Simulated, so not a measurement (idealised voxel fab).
process module | voxel transistor to metal
cross-section cut | 295 nm wide | cells 5 nm
A cross-section is a grid of square cells, given in bands from the top down. A band is one or more rows of cells.
Each band's line starts with the height of the band's top and of its bottom, in nm. Then come its materials from left to right, each with its width in nm. One material with "throughout" fills the band from edge to edge. "air" is empty space.
Height 0 is the level under which the wafer as received is all one material. The lowest band goes on downwards, as in "0 down".
A width such as "30 to 40" changes by the same amount from each row of cells to the next, from the band's top row to its bottom row.
"no change" after a step means that no cell of the cross-section changed.
closed voids: empty space of 8 cells or more with no open way to the top, each as width x height at its distance from the left edge, in nm
after a step's settings: what the simulator itself notes on the step
overlay nm, on a step with a mask: how far to the right of its planned place the mask lay; to the left if negative
Each pair below shows a cross-section before one step and the cross-section after it, down to the lowest band that changed. The line under each pair gives the step between them, with its settings. The pairs can come from different runs of this module on the same starting wafer, so a pair continues from the pair above only where its "before" says so.
before
  50 to 30: resist 35 | air 15 | resist 60 | air 15 | resist 40 | air 15 | resist 60 | air 15 | resist 40
  30 to 15: SiO2 throughout
  15 to 0: SiO2 60 | SiN 5 | HfO2 5 | TiN 5 | W 10 | TiN 5 | HfO2 5 | SiN 5 | SiO2 90 | SiN 5 | HfO2 5 | TiN 5 | W 10 | TiN 5 | HfO2 5 | SiN 5 | SiO2 65
  0 to -5: SiO2 60 | SiN 5 | HfO2 5 | TiN 20 | HfO2 5 | SiN 5 | SiO2 90 | SiN 5 | HfO2 5 | TiN 20 | HfO2 5 | SiN 5 | SiO2 65
  -5 to -10: SiO2 60 | HfO2 40 | SiO2 90 | HfO2 40 | SiO2 65
  -10 to -15: SiO2 throughout
  -15 to -40: SiO2 25 | Si 110 | SiO2 20 | Si 110 | SiO2 30
  -40 down: Si throughout
  closed voids: none
after
  50 to 30: resist 35 | air 15 | resist 60 | air 15 | resist 40 | air 15 | resist 60 | air 15 | resist 40
  30 to 15: SiO2 35 | air 15 | SiO2 60 | air 15 | SiO2 40 | air 15 | SiO2 60 | air 15 | SiO2 40
  15 to 0: SiO2 35 | air 15 | SiO2 10 | SiN 5 | HfO2 5 | TiN 5 | W 10 | TiN 5 | HfO2 5 | SiN 5 | SiO2 10 | air 15 | SiO2 40 | air 15 | SiO2 10 | SiN 5 | HfO2 5 | TiN 5 | W 10 | TiN 5 | HfO2 5 | SiN 5 | SiO2 10 | air 15 | SiO2 40
  0 to -5: SiO2 35 | air 15 | SiO2 10 | SiN 5 | HfO2 5 | TiN 20 | HfO2 5 | SiN 5 | SiO2 10 | air 15 | SiO2 40 | air 15 | SiO2 10 | SiN 5 | HfO2 5 | TiN 20 | HfO2 5 | SiN 5 | SiO2 10 | air 15 | SiO2 40
  -5 to -10: SiO2 35 | air 15 | SiO2 10 | HfO2 40 | SiO2 10 | air 15 | SiO2 40 | air 15 | SiO2 10 | HfO2 40 | SiO2 10 | air 15 | SiO2 40
  below -10: unchanged
  closed voids: none
the step between: op DIRECTIONAL_ETCH | etch materials SiO2 | depth nm 40
before: the cross-section after the pair above
after
  30 to 15: SiO2 35 | air 15 | SiO2 60 | air 15 | SiO2 40 | air 15 | SiO2 60 | air 15 | SiO2 40
  below 15: unchanged
  closed voids: none
the step between: op STRIP | etch materials resist
before: the cross-section after the pair above
after
  35 to 30: TiN 40 | air 5 | TiN 70 | air 5 | TiN 50 | air 5 | TiN 70 | air 5 | TiN 45
  30 to 15: SiO2 35 | TiN 5 | air 5 | TiN 5 | SiO2 60 | TiN 5 | air 5 | TiN 5 | SiO2 40 | TiN 5 | air 5 | TiN 5 | SiO2 60 | TiN 5 | air 5 | TiN 5 | SiO2 40
  15 to 0: SiO2 35 | TiN 5 | air 5 | TiN 5 | SiO2 10 | SiN 5 | HfO2 5 | TiN 5 | W 10 | TiN 5 | HfO2 5 | SiN 5 | SiO2 10 | TiN 5 | air 5 | TiN 5 | SiO2 40 | TiN 5 | air 5 | TiN 5 | SiO2 10 | SiN 5 | HfO2 5 | TiN 5 | W 10 | TiN 5 | HfO2 5 | SiN 5 | SiO2 10 | TiN 5 | air 5 | TiN 5 | SiO2 40
  0 to -5: SiO2 35 | TiN 5 | air 5 | TiN 5 | SiO2 10 | SiN 5 | HfO2 5 | TiN 20 | HfO2 5 | SiN 5 | SiO2 10 | TiN 5 | air 5 | TiN 5 | SiO2 40 | TiN 5 | air 5 | TiN 5 | SiO2 10 | SiN 5 | HfO2 5 | TiN 20 | HfO2 5 | SiN 5 | SiO2 10 | TiN 5 | air 5 | TiN 5 | SiO2 40
  -5 to -10: SiO2 35 | TiN 15 | SiO2 10 | HfO2 40 | SiO2 10 | TiN 15 | SiO2 40 | TiN 15 | SiO2 10 | HfO2 40 | SiO2 10 | TiN 15 | SiO2 40
  below -10: unchanged
  closed voids: none
the step between: op CONFORMAL_DEP | material TiN | thk nm 5
before: the cross-section after the pair above
after
  45 to 35: Ru throughout
  35 to 30: TiN 40 | Ru 5 | TiN 70 | Ru 5 | TiN 50 | Ru 5 | TiN 70 | Ru 5 | TiN 45
  30 to 15: SiO2 35 | TiN 5 | Ru 5 | TiN 5 | SiO2 60 | TiN 5 | Ru 5 | TiN 5 | SiO2 40 | TiN 5 | Ru 5 | TiN 5 | SiO2 60 | TiN 5 | Ru 5 | TiN 5 | SiO2 40
  15 to 0: SiO2 35 | TiN 5 | Ru 5 | TiN 5 | SiO2 10 | SiN 5 | HfO2 5 | TiN 5 | W 10 | TiN 5 | HfO2 5 | SiN 5 | SiO2 10 | TiN 5 | Ru 5 | TiN 5 | SiO2 40 | TiN 5 | Ru 5 | TiN 5 | SiO2 10 | SiN 5 | HfO2 5 | TiN 5 | W 10 | TiN 5 | HfO2 5 | SiN 5 | SiO2 10 | TiN 5 | Ru 5 | TiN 5 | SiO2 40
  0 to -5: SiO2 35 | TiN 5 | Ru 5 | TiN 5 | SiO2 10 | SiN 5 | HfO2 5 | TiN 20 | HfO2 5 | SiN 5 | SiO2 10 | TiN 5 | Ru 5 | TiN 5 | SiO2 40 | TiN 5 | Ru 5 | TiN 5 | SiO2 10 | SiN 5 | HfO2 5 | TiN 20 | HfO2 5 | SiN 5 | SiO2 10 | TiN 5 | Ru 5 | TiN 5 | SiO2 40
  below -5: unchanged
  closed voids: none
the step between: op FILL_DEP | material Ru | thk nm 10
before: the cross-section after the pair above
after
  30 to 15: SiO2 35 | TiN 5 | Ru 5 | TiN 5 | SiO2 60 | TiN 5 | Ru 5 | TiN 5 | SiO2 40 | TiN 5 | Ru 5 | TiN 5 | SiO2 60 | TiN 5 | Ru 5 | TiN 5 | SiO2 40
  below 15: unchanged
  closed voids: none
the step between: op CMP | height nm 30
before: the cross-section after the pair above
after
  35 to 30: TiN throughout
  below 30: unchanged
  closed voids: none
the step between: op DIRECTIONAL_DEP | material TiN | thk nm 5
before: the cross-section after the pair above
after
  50 to 35: W throughout
  below 35: unchanged
  closed voids: none
the step between: op DIRECTIONAL_DEP | material W | thk nm 15
before: the cross-section after the pair above
after
  70 to 50: air 35 | resist 15 | air 60 | resist 15 | air 40 | resist 15 | air 60 | resist 15 | air 40
  below 50: unchanged
  closed voids: none
the step between: op PATTERN | tone cover | mask id METAL_1 | material resist | width nm 15 | thk nm 20 | overlay nm 0
before: the cross-section after the pair above
after
  70 to 50: air 35 | resist 15 | air 60 | resist 15 | air 40 | resist 15 | air 60 | resist 15 | air 40
  50 to 35: air 35 | W 15 | air 60 | W 15 | air 40 | W 15 | air 60 | W 15 | air 40
  below 35: unchanged
  closed voids: none
the step between: op DIRECTIONAL_ETCH | etch materials W | depth nm 15
before: the cross-section after the pair above
after
  70 to 50: air 35 | resist 15 | air 60 | resist 15 | air 40 | resist 15 | air 60 | resist 15 | air 40
  50 to 35: air 35 | W 15 | air 60 | W 15 | air 40 | W 15 | air 60 | W 15 | air 40
  35 to 30: air 35 | TiN 15 | air 60 | TiN 15 | air 40 | TiN 15 | air 60 | TiN 15 | air 40
  below 30: unchanged
  closed voids: none
the step between: op DIRECTIONAL_ETCH | etch materials TiN | depth nm 5
before: the cross-section after the pair above
after
  50 to 35: air 35 | W 15 | air 60 | W 15 | air 40 | W 15 | air 60 | W 15 | air 40
  below 35: unchanged
  closed voids: none
the step between: op STRIP | etch materials resist
before: the cross-section after the pair above
after
  55 to 50: air 30 | SiCN 25 | air 50 | SiCN 25 | air 30 | SiCN 25 | air 50 | SiCN 25 | air 35
  50 to 35: air 30 | SiCN 5 | W 15 | SiCN 5 | air 50 | SiCN 5 | W 15 | SiCN 5 | air 30 | SiCN 5 | W 15 | SiCN 5 | air 50 | SiCN 5 | W 15 | SiCN 5 | air 35
  35 to 30: SiCN 35 | TiN 15 | SiCN 60 | TiN 15 | SiCN 40 | TiN 15 | SiCN 60 | TiN 15 | SiCN 40
  below 30: unchanged
  closed voids: none
the step between: op CONFORMAL_DEP | material SiCN | thk nm 5
before: the cross-section after the pair above
after
  65 to 55: lowk throughout
  55 to 50: lowk 30 | SiCN 25 | lowk 50 | SiCN 25 | lowk 30 | SiCN 25 | lowk 50 | SiCN 25 | lowk 35
  50 to 35: lowk 30 | SiCN 5 | W 15 | SiCN 5 | lowk 50 | SiCN 5 | W 15 | SiCN 5 | lowk 30 | SiCN 5 | W 15 | SiCN 5 | lowk 50 | SiCN 5 | W 15 | SiCN 5 | lowk 35
  below 35: unchanged
  closed voids: none
the step between: op FILL_DEP | material lowk | thk nm 10
before: the cross-section after the pair above
after
  50 to 35: lowk 30 | SiCN 5 | W 15 | SiCN 5 | lowk 50 | SiCN 5 | W 15 | SiCN 5 | lowk 30 | SiCN 5 | W 15 | SiCN 5 | lowk 50 | SiCN 5 | W 15 | SiCN 5 | lowk 35
  below 35: unchanged
  closed voids: none
the step between: op CMP | height nm 50
before: the cross-section after the pair above
after
  55 to 50: SiCN throughout
  below 50: unchanged
  closed voids: none
the step between: op CONFORMAL_DEP | material SiCN | thk nm 5
before
  10 to 0: SiN throughout
  0 to -5: SiO2 throughout
  -5 down: Si throughout
  closed voids: none
after
  25 to 10: air 25 | resist 115 | air 15 | resist 115 | air 25
  below 10: unchanged
  closed voids: none
the step between: op PATTERN | tone cover | mask id ACTIVE | material resist | width nm 115 | pitch nm 130 | thk nm 15 | overlay nm 0
before: the cross-section after the pair above
after
  25 to 10: air 25 | resist 115 | air 15 | resist 115 | air 25
  10 to 0: air 25 | SiN 115 | air 15 | SiN 115 | air 25
  below 0: unchanged
  closed voids: none
the step between: op DIRECTIONAL_ETCH | etch materials SiN | depth nm 10
before: the cross-section after the pair above
after
  25 to 10: air 25 | resist 115 | air 15 | resist 115 | air 25
  10 to 0: air 25 | SiN 115 | air 15 | SiN 115 | air 25
  0 to -5: air 25 | SiO2 115 | air 15 | SiO2 115 | air 25
  below -5: unchanged
  closed voids: none
the step between: op DIRECTIONAL_ETCH | etch materials SiO2 | depth nm 5
before: the cross-section after the pair above
after
  25 to 10: air 25 | resist 115 | air 15 | resist 115 | air 25
  10 to 0: air 25 | SiN 115 | air 15 | SiN 115 | air 25
  0 to -5: air 25 | SiO2 115 | air 15 | SiO2 115 | air 25
  -5 to -40: air 25 | Si 115 | air 15 | Si 115 | air 25
  below -40: unchanged
  closed voids: none
the step between: op DIRECTIONAL_ETCH | etch materials Si | depth nm 35
before: the cross-section after the pair above
after
  10 to 0: air 25 | SiN 115 | air 15 | SiN 115 | air 25
  below 0: unchanged
  closed voids: none
the step between: op STRIP | etch materials resist
before: the cross-section after the pair above
after
  15 to 10: SiO2 throughout
  10 to 0: SiO2 25 | SiN 115 | SiO2 15 | SiN 115 | SiO2 25
  0 to -5: SiO2 throughout
  -5 to -40: SiO2 25 | Si 115 | SiO2 15 | Si 115 | SiO2 25
  below -40: unchanged
  closed voids: none
the step between: op FILL_DEP | material SiO2 | thk nm 5
before: the cross-section after the pair above
after
  10 to 0: SiO2 25 | SiN 115 | SiO2 15 | SiN 115 | SiO2 25
  below 0: unchanged
  closed voids: none
the step between: op CMP | height nm 10
before: the cross-section after the pair above
after
  10 to 0: air 25 | SiN 115 | air 15 | SiN 115 | air 25
  below 0: unchanged
  closed voids: none
the step between: op SELECTIVE_ETCH | etch materials SiO2 | depth nm 10
before: the cross-section after the pair above
after
  0 to -5: SiO2 throughout
  below -5: unchanged
  closed voids: none
the step between: op STRIP | etch materials SiN
before: the cross-section after the pair above
after
  -5 to -40: SiO2 25 | Si 115 | SiO2 15 | Si 115 | SiO2 25
  below -40: unchanged
  closed voids: none
the step between: op SELECTIVE_ETCH | etch materials SiO2 | depth nm 5
before: the cross-section after the pair above
after
  -5 to -10: SiO2 throughout
  below -10: unchanged
  closed voids: none
the step between: op OXIDIZE | depth nm 5
before: the cross-section after the pair above
after
  20 to -5: polySi throughout
  below -5: unchanged
  closed voids: none
the step between: op DIRECTIONAL_DEP | material polySi | thk nm 25
before: the cross-section after the pair above
after
  30 to 20: SiCN throughout
  below 20: unchanged
  closed voids: none
the step between: op DIRECTIONAL_DEP | material SiCN | thk nm 10
before: the cross-section after the pair above
after
  30 to 20: air 65 | SiCN 30 | air 100 | SiCN 30 | air 70
  below 20: unchanged
  closed voids: none
the step between: op MASKED_ETCH | tone cover | mask id GATE | width nm 30 | pitch nm 130 | etch materials SiCN | depth nm 20 | overlay nm 0
before: the cross-section after the pair above
after
  30 to 20: air 65 | SiCN 30 | air 100 | SiCN 30 | air 70
  20 to -5: air 65 | polySi 30 | air 100 | polySi 30 | air 70
  below -5: unchanged
  closed voids: none
the step between: op MASKED_ETCH | tone cover | mask id GATE | width nm 30 | pitch nm 130 | etch materials polySi | depth nm 35 | overlay nm 0
before: the cross-section after the pair above
after
  35 to 30: air 60 | SiN 40 | air 90 | SiN 40 | air 65
  30 to 20: air 60 | SiN 5 | SiCN 30 | SiN 5 | air 90 | SiN 5 | SiCN 30 | SiN 5 | air 65
  20 to 0: air 60 | SiN 5 | polySi 30 | SiN 5 | air 90 | SiN 5 | polySi 30 | SiN 5 | air 65
  0 to -5: SiN 65 | polySi 30 | SiN 100 | polySi 30 | SiN 70
  below -5: unchanged
  closed voids: none
the step between: op CONFORMAL_DEP | material SiN | thk nm 5
before: the cross-section after the pair above
after
  30 to 20: air 60 | SiN 5 | SiCN 30 | SiN 5 | air 90 | SiN 5 | SiCN 30 | SiN 5 | air 65
  20 to -5: air 60 | SiN 5 | polySi 30 | SiN 5 | air 90 | SiN 5 | polySi 30 | SiN 5 | air 65
  below -5: unchanged
  closed voids: none
the step between: op DIRECTIONAL_ETCH | etch materials SiN | depth nm 5
before: the cross-section after the pair above
after
  30 to 20: air 60 | SiN 5 | SiCN 30 | SiN 5 | air 90 | SiN 5 | SiCN 30 | SiN 5 | air 65
  20 to -5: air 60 | SiN 5 | polySi 30 | SiN 5 | air 90 | SiN 5 | polySi 30 | SiN 5 | air 65
  -5 to -10: air 60 | SiO2 40 | air 90 | SiO2 40 | air 65
  below -10: unchanged
  closed voids: none
the step between: op DIRECTIONAL_ETCH | etch materials SiO2 | depth nm 5
before: the cross-section after the pair above
after
  30 to 20: air 60 | SiN 5 | SiCN 30 | SiN 5 | air 90 | SiN 5 | SiCN 30 | SiN 5 | air 65
  20 to -5: air 60 | SiN 5 | polySi 30 | SiN 5 | air 90 | SiN 5 | polySi 30 | SiN 5 | air 65
  -5 to -10: air 60 | SiO2 40 | air 90 | SiO2 40 | air 65
  -10 to -25: SiO2 25 | air 35 | Si 40 | air 40 | SiO2 15 | air 35 | Si 40 | air 40 | SiO2 25
  below -25: unchanged
  closed voids: none
the step between: op DIRECTIONAL_ETCH | etch materials Si | depth nm 15
before: the cross-section after the pair above
after
  30 to 20: air 60 | SiN 5 | SiCN 30 | SiN 5 | air 90 | SiN 5 | SiCN 30 | SiN 5 | air 65
  20 to 5: air 60 | SiN 5 | polySi 30 | SiN 5 | air 90 | SiN 5 | polySi 30 | SiN 5 | air 65
  5 to -5: air 45 | nSi 15 | SiN 5 | polySi 30 | SiN 5 | nSi 15 | air 60 | nSi 15 | SiN 5 | polySi 30 | SiN 5 | nSi 15 | air 50
  -5 to -10: air 45 | nSi 15 | SiO2 40 | nSi 15 | air 60 | nSi 15 | SiO2 40 | nSi 15 | air 50
  -10 to -25: SiO2 25 | nSi 35 | Si 40 | nSi 40 | SiO2 15 | nSi 35 | Si 40 | nSi 40 | SiO2 25
  below -25: unchanged
  closed voids: none
the step between: op EPI | material nSi | thk nm 15
before: the cross-section after the pair above
after
  40 to 30: SiO2 throughout
  30 to 20: SiO2 60 | SiN 5 | SiCN 30 | SiN 5 | SiO2 90 | SiN 5 | SiCN 30 | SiN 5 | SiO2 65
  20 to 5: SiO2 60 | SiN 5 | polySi 30 | SiN 5 | SiO2 90 | SiN 5 | polySi 30 | SiN 5 | SiO2 65
  5 to -5: SiO2 45 | nSi 15 | SiN 5 | polySi 30 | SiN 5 | nSi 15 | SiO2 60 | nSi 15 | SiN 5 | polySi 30 | SiN 5 | nSi 15 | SiO2 50
  -5 to -10: SiO2 45 | nSi 15 | SiO2 40 | nSi 15 | SiO2 60 | nSi 15 | SiO2 40 | nSi 15 | SiO2 50
  below -10: unchanged
  closed voids: none
the step between: op FILL_DEP | material SiO2 | thk nm 10
before: the cross-section after the pair above
after
  20 to 5: SiO2 60 | SiN 5 | polySi 30 | SiN 5 | SiO2 90 | SiN 5 | polySi 30 | SiN 5 | SiO2 65
  below 5: unchanged
  closed voids: none
the step between: op CMP | height nm 20
before: the cross-section after the pair above
after
  20 to 5: SiO2 60 | SiN 5 | air 30 | SiN 5 | SiO2 90 | SiN 5 | air 30 | SiN 5 | SiO2 65
  5 to -5: SiO2 45 | nSi 15 | SiN 5 | air 30 | SiN 5 | nSi 15 | SiO2 60 | nSi 15 | SiN 5 | air 30 | SiN 5 | nSi 15 | SiO2 50
  below -5: unchanged
  closed voids: none
the step between: op STRIP | etch materials polySi
before: the cross-section after the pair above
after
  20 to 15: air 60 | SiN 5 | air 30 | SiN 5 | air 90 | SiN 5 | air 30 | SiN 5 | air 65
  15 to 5: SiO2 60 | SiN 5 | air 30 | SiN 5 | SiO2 90 | SiN 5 | air 30 | SiN 5 | SiO2 65
  5 to -5: SiO2 45 | nSi 15 | SiN 5 | air 30 | SiN 5 | nSi 15 | SiO2 60 | nSi 15 | SiN 5 | air 30 | SiN 5 | nSi 15 | SiO2 50
  -5 to -10: SiO2 45 | nSi 15 | air 40 | nSi 15 | SiO2 60 | nSi 15 | air 40 | nSi 15 | SiO2 50
  below -10: unchanged
  closed voids: none
the step between: op SELECTIVE_ETCH | etch materials SiO2 | depth nm 5
before: the cross-section after the pair above
after
  25 to 20: air 55 | HfO2 15 | air 20 | HfO2 15 | air 80 | HfO2 15 | air 20 | HfO2 15 | air 60
  20 to 15: HfO2 60 | SiN 5 | HfO2 5 | air 20 | HfO2 5 | SiN 5 | HfO2 90 | SiN 5 | HfO2 5 | air 20 | HfO2 5 | SiN 5 | HfO2 65
  15 to 5: SiO2 60 | SiN 5 | HfO2 5 | air 20 | HfO2 5 | SiN 5 | SiO2 90 | SiN 5 | HfO2 5 | air 20 | HfO2 5 | SiN 5 | SiO2 65
  5 to -5: SiO2 45 | nSi 15 | SiN 5 | HfO2 5 | air 20 | HfO2 5 | SiN 5 | nSi 15 | SiO2 60 | nSi 15 | SiN 5 | HfO2 5 | air 20 | HfO2 5 | SiN 5 | nSi 15 | SiO2 50
  -5 to -10: SiO2 45 | nSi 15 | HfO2 40 | nSi 15 | SiO2 60 | nSi 15 | HfO2 40 | nSi 15 | SiO2 50
  below -10: unchanged
  closed voids: none
the step between: op CONFORMAL_DEP | material HfO2 | thk nm 5
before: the cross-section after the pair above
after
  30 to 25: air 50 | TiN 25 | air 10 | TiN 25 | air 70 | TiN 25 | air 10 | TiN 25 | air 55
  25 to 20: TiN 55 | HfO2 15 | TiN 5 | air 10 | TiN 5 | HfO2 15 | TiN 80 | HfO2 15 | TiN 5 | air 10 | TiN 5 | HfO2 15 | TiN 60
  20 to 15: HfO2 60 | SiN 5 | HfO2 5 | TiN 5 | air 10 | TiN 5 | HfO2 5 | SiN 5 | HfO2 90 | SiN 5 | HfO2 5 | TiN 5 | air 10 | TiN 5 | HfO2 5 | SiN 5 | HfO2 65
  15 to 5: SiO2 60 | SiN 5 | HfO2 5 | TiN 5 | air 10 | TiN 5 | HfO2 5 | SiN 5 | SiO2 90 | SiN 5 | HfO2 5 | TiN 5 | air 10 | TiN 5 | HfO2 5 | SiN 5 | SiO2 65
  5 to 0: SiO2 45 | nSi 15 | SiN 5 | HfO2 5 | TiN 5 | air 10 | TiN 5 | HfO2 5 | SiN 5 | nSi 15 | SiO2 60 | nSi 15 | SiN 5 | HfO2 5 | TiN 5 | air 10 | TiN 5 | HfO2 5 | SiN 5 | nSi 15 | SiO2 50
  0 to -5: SiO2 45 | nSi 15 | SiN 5 | HfO2 5 | TiN 20 | HfO2 5 | SiN 5 | nSi 15 | SiO2 60 | nSi 15 | SiN 5 | HfO2 5 | TiN 20 | HfO2 5 | SiN 5 | nSi 15 | SiO2 50
  below -5: unchanged
  closed voids: none
the step between: op CONFORMAL_DEP | material TiN | thk nm 5
before: the cross-section after the pair above
after
  35 to 30: W throughout
  30 to 25: W 50 | TiN 25 | W 10 | TiN 25 | W 70 | TiN 25 | W 10 | TiN 25 | W 55
  25 to 20: TiN 55 | HfO2 15 | TiN 5 | W 10 | TiN 5 | HfO2 15 | TiN 80 | HfO2 15 | TiN 5 | W 10 | TiN 5 | HfO2 15 | TiN 60
  20 to 15: HfO2 60 | SiN 5 | HfO2 5 | TiN 5 | W 10 | TiN 5 | HfO2 5 | SiN 5 | HfO2 90 | SiN 5 | HfO2 5 | TiN 5 | W 10 | TiN 5 | HfO2 5 | SiN 5 | HfO2 65
  15 to 5: SiO2 60 | SiN 5 | HfO2 5 | TiN 5 | W 10 | TiN 5 | HfO2 5 | SiN 5 | SiO2 90 | SiN 5 | HfO2 5 | TiN 5 | W 10 | TiN 5 | HfO2 5 | SiN 5 | SiO2 65
  5 to 0: SiO2 45 | nSi 15 | SiN 5 | HfO2 5 | TiN 5 | W 10 | TiN 5 | HfO2 5 | SiN 5 | nSi 15 | SiO2 60 | nSi 15 | SiN 5 | HfO2 5 | TiN 5 | W 10 | TiN 5 | HfO2 5 | SiN 5 | nSi 15 | SiO2 50
  below 0: unchanged
  closed voids: none
the step between: op FILL_DEP | material W | thk nm 5
before: the cross-section after the pair above
after
  15 to 5: SiO2 60 | SiN 5 | HfO2 5 | TiN 5 | W 10 | TiN 5 | HfO2 5 | SiN 5 | SiO2 90 | SiN 5 | HfO2 5 | TiN 5 | W 10 | TiN 5 | HfO2 5 | SiN 5 | SiO2 65
  below 5: unchanged
  closed voids: none
the step between: op CMP | height nm 15
before: the cross-section after the pair above
after
  30 to 15: SiO2 throughout
  below 15: unchanged
  closed voids: none
the step between: op DIRECTIONAL_DEP | material SiO2 | thk nm 15
before: the cross-section after the pair above
after
  50 to 30: resist 35 | air 15 | resist 60 | air 15 | resist 40 | air 15 | resist 60 | air 15 | resist 40
  below 30: unchanged
  closed voids: none
the step between: op PATTERN | tone open | mask id CONTACT | material resist | width nm 15 | thk nm 20 | overlay nm 0
before: the cross-section after the pair above
after
  50 to 30: resist 35 | air 15 | resist 60 | air 15 | resist 40 | air 15 | resist 60 | air 15 | resist 40
  30 to 15: SiO2 35 | air 15 | SiO2 60 | air 15 | SiO2 40 | air 15 | SiO2 60 | air 15 | SiO2 40
  15 to 5: SiO2 35 | air 15 | SiO2 10 | SiN 5 | HfO2 5 | TiN 5 | W 10 | TiN 5 | HfO2 5 | SiN 5 | SiO2 10 | air 15 | SiO2 40 | air 15 | SiO2 10 | SiN 5 | HfO2 5 | TiN 5 | W 10 | TiN 5 | HfO2 5 | SiN 5 | SiO2 10 | air 15 | SiO2 40
  5 to 0: SiO2 35 | air 10 | nSi 15 | SiN 5 | HfO2 5 | TiN 5 | W 10 | TiN 5 | HfO2 5 | SiN 5 | nSi 15 | air 10 | SiO2 40 | air 10 | nSi 15 | SiN 5 | HfO2 5 | TiN 5 | W 10 | TiN 5 | HfO2 5 | SiN 5 | nSi 15 | air 10 | SiO2 40
  0 to -5: SiO2 35 | air 10 | nSi 15 | SiN 5 | HfO2 5 | TiN 20 | HfO2 5 | SiN 5 | nSi 15 | air 10 | SiO2 40 | air 10 | nSi 15 | SiN 5 | HfO2 5 | TiN 20 | HfO2 5 | SiN 5 | nSi 15 | air 10 | SiO2 40
  -5 to -10: SiO2 35 | air 10 | nSi 15 | HfO2 40 | nSi 15 | air 10 | SiO2 40 | air 10 | nSi 15 | HfO2 40 | nSi 15 | air 10 | SiO2 40
  below -10: unchanged
  closed voids: none
the step between: op DIRECTIONAL_ETCH | etch materials SiO2 | depth nm 40
before: the cross-section after the pair above
after
  30 to 15: SiO2 35 | air 15 | SiO2 60 | air 15 | SiO2 40 | air 15 | SiO2 60 | air 15 | SiO2 40
  below 15: unchanged
  closed voids: none
the step between: op STRIP | etch materials resist
before: the cross-section after the pair above
after
  35 to 30: TiN 40 | air 5 | TiN 70 | air 5 | TiN 50 | air 5 | TiN 70 | air 5 | TiN 45
  30 to 15: SiO2 35 | TiN 5 | air 5 | TiN 5 | SiO2 60 | TiN 5 | air 5 | TiN 5 | SiO2 40 | TiN 5 | air 5 | TiN 5 | SiO2 60 | TiN 5 | air 5 | TiN 5 | SiO2 40
  15 to 10: SiO2 35 | TiN 5 | air 5 | TiN 5 | SiO2 10 | SiN 5 | HfO2 5 | TiN 5 | W 10 | TiN 5 | HfO2 5 | SiN 5 | SiO2 10 | TiN 5 | air 5 | TiN 5 | SiO2 40 | TiN 5 | air 5 | TiN 5 | SiO2 10 | SiN 5 | HfO2 5 | TiN 5 | W 10 | TiN 5 | HfO2 5 | SiN 5 | SiO2 10 | TiN 5 | air 5 | TiN 5 | SiO2 40
  10 to 5: SiO2 35 | TiN 15 | SiO2 10 | SiN 5 | HfO2 5 | TiN 5 | W 10 | TiN 5 | HfO2 5 | SiN 5 | SiO2 10 | TiN 15 | SiO2 40 | TiN 15 | SiO2 10 | SiN 5 | HfO2 5 | TiN 5 | W 10 | TiN 5 | HfO2 5 | SiN 5 | SiO2 10 | TiN 15 | SiO2 40
  5 to 0: SiO2 35 | TiN 10 | nSi 15 | SiN 5 | HfO2 5 | TiN 5 | W 10 | TiN 5 | HfO2 5 | SiN 5 | nSi 15 | TiN 10 | SiO2 40 | TiN 10 | nSi 15 | SiN 5 | HfO2 5 | TiN 5 | W 10 | TiN 5 | HfO2 5 | SiN 5 | nSi 15 | TiN 10 | SiO2 40
  0 to -5: SiO2 35 | TiN 10 | nSi 15 | SiN 5 | HfO2 5 | TiN 20 | HfO2 5 | SiN 5 | nSi 15 | TiN 10 | SiO2 40 | TiN 10 | nSi 15 | SiN 5 | HfO2 5 | TiN 20 | HfO2 5 | SiN 5 | nSi 15 | TiN 10 | SiO2 40
  -5 to -10: SiO2 35 | TiN 10 | nSi 15 | HfO2 40 | nSi 15 | TiN 10 | SiO2 40 | TiN 10 | nSi 15 | HfO2 40 | nSi 15 | TiN 10 | SiO2 40
  below -10: unchanged
  closed voids: none
the step between: op CONFORMAL_DEP | material TiN | thk nm 5
before: the cross-section after the pair above
after
  45 to 35: Ru throughout
  35 to 30: TiN 40 | Ru 5 | TiN 70 | Ru 5 | TiN 50 | Ru 5 | TiN 70 | Ru 5 | TiN 45
  30 to 15: SiO2 35 | TiN 5 | Ru 5 | TiN 5 | SiO2 60 | TiN 5 | Ru 5 | TiN 5 | SiO2 40 | TiN 5 | Ru 5 | TiN 5 | SiO2 60 | TiN 5 | Ru 5 | TiN 5 | SiO2 40
  15 to 10: SiO2 35 | TiN 5 | Ru 5 | TiN 5 | SiO2 10 | SiN 5 | HfO2 5 | TiN 5 | W 10 | TiN 5 | HfO2 5 | SiN 5 | SiO2 10 | TiN 5 | Ru 5 | TiN 5 | SiO2 40 | TiN 5 | Ru 5 | TiN 5 | SiO2 10 | SiN 5 | HfO2 5 | TiN 5 | W 10 | TiN 5 | HfO2 5 | SiN 5 | SiO2 10 | TiN 5 | Ru 5 | TiN 5 | SiO2 40
  below 10: unchanged
  closed voids: none
the step between: op FILL_DEP | material Ru | thk nm 10
before: the cross-section after the pair above
after
  30 to 15: SiO2 35 | TiN 5 | Ru 5 | TiN 5 | SiO2 60 | TiN 5 | Ru 5 | TiN 5 | SiO2 40 | TiN 5 | Ru 5 | TiN 5 | SiO2 60 | TiN 5 | Ru 5 | TiN 5 | SiO2 40
  below 15: unchanged
  closed voids: none
the step between: op CMP | height nm 30
before: the cross-section after the pair above
after
  35 to 30: TiN throughout
  below 30: unchanged
  closed voids: none
the step between: op DIRECTIONAL_DEP | material TiN | thk nm 5
before: the cross-section after the pair above
after
  50 to 35: W throughout
  below 35: unchanged
  closed voids: none
the step between: op DIRECTIONAL_DEP | material W | thk nm 15
before: the cross-section after the pair above
after
  70 to 50: air 35 | resist 15 | air 60 | resist 15 | air 40 | resist 15 | air 60 | resist 15 | air 40
  below 50: unchanged
  closed voids: none
the step between: op PATTERN | tone cover | mask id METAL_1 | material resist | width nm 15 | thk nm 20 | overlay nm 0
before: the cross-section after the pair above
after
  70 to 50: air 35 | resist 15 | air 60 | resist 15 | air 40 | resist 15 | air 60 | resist 15 | air 40
  50 to 35: air 35 | W 15 | air 60 | W 15 | air 40 | W 15 | air 60 | W 15 | air 40
  below 35: unchanged
  closed voids: none
the step between: op DIRECTIONAL_ETCH | etch materials W | depth nm 15
before: the cross-section after the pair above
after
  70 to 50: air 35 | resist 15 | air 60 | resist 15 | air 40 | resist 15 | air 60 | resist 15 | air 40
  50 to 35: air 35 | W 15 | air 60 | W 15 | air 40 | W 15 | air 60 | W 15 | air 40
  35 to 30: air 35 | TiN 15 | air 60 | TiN 15 | air 40 | TiN 15 | air 60 | TiN 15 | air 40
  below 30: unchanged
  closed voids: none
the step between: op DIRECTIONAL_ETCH | etch materials TiN | depth nm 5
before: the cross-section after the pair above
after
  50 to 35: air 35 | W 15 | air 60 | W 15 | air 40 | W 15 | air 60 | W 15 | air 40
  below 35: unchanged
  closed voids: none
the step between: op STRIP | etch materials resist
